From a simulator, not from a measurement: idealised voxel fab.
Process module under the name voxel lift off
Square cells of 5 nm make up the cross-section cut, whose width is 210 nm.
Heads up, the way a cross-section reads in here is a grid of square cells, handed over as bands from the top down, with every band being one or more rows of cells. Band: top and bottom heights (nm) first, top before bottom; then materials from left to right, widths in nm. "everywhere" marks a sole material filling the band edge to edge. "blank" denotes empty space. Convention: height 0 is the level below which the wafer, as received, is all one material. The lowest band does not terminate at the bottom but continues downward, represented as "0 -> down". A two-number width, for instance "30..40", indicates that the width is equal to the first number in the top row of the band and to the second number in the bottom row, and that it changes by a constant amount per row of cells. "nothing got changed" for a step: no cell of the cross-section changed in that step. "Closed voids list": empty spaces of 8 cells or more with no open way to the top, each given as width x height at distance, distance from the left edge, all in nm. That trailing text on a step's line, after the settings, is the simulator's own remark on the step. overlay nm: right-of-plan distance of the mask on a masked step; negative values mean left-of-plan.
# The steps planned for the process are as follows
| 1 | RECEIVE, material Si |
| 2 | CONFORMAL_DEP, material SiO2, thk nm 10 |
| 3 | PATTERN, tone open, mask id LINES, material resist, width nm 20, pitch nm 35, thk nm 20, overlay nm 0 |
| 4 | DIRECTIONAL_DEP, material Ru, thk nm 10 |
| 5 | STRIP, etch materials resist |
| 6 | CONFORMAL_DEP, material SiN, thk nm 5 |
# Cross-sectional view of the wafer in its as-received condition, corresponding to the state after step 1
0 -> down  Si everywhere
Closed voids list: none
# The following cross-section depicts the wafer upon conclusion of the module. Processing commenced from the starting condition illustrated above and adhered to the plan illustrated above, save for one mistake in execution
15 -> 10  70 nm blank  30 nm SiN  5 nm blank  30 nm SiN  75 nm blank
10 -> 5  70 nm blank  5 nm SiN  20 nm Ru  5 nm SiN  5 nm blank  5 nm SiN  20 nm Ru  5 nm SiN  75 nm blank
5 -> 0  75 nm SiN  20 nm Ru  15 nm SiN  20 nm Ru  80 nm SiN
0 -> down  Si everywhere
Closed voids list: none
It is concluded that the wafer was processed incorrectly with respect to the plan, in that the plan's step 2 went unexecuted, having been skipped
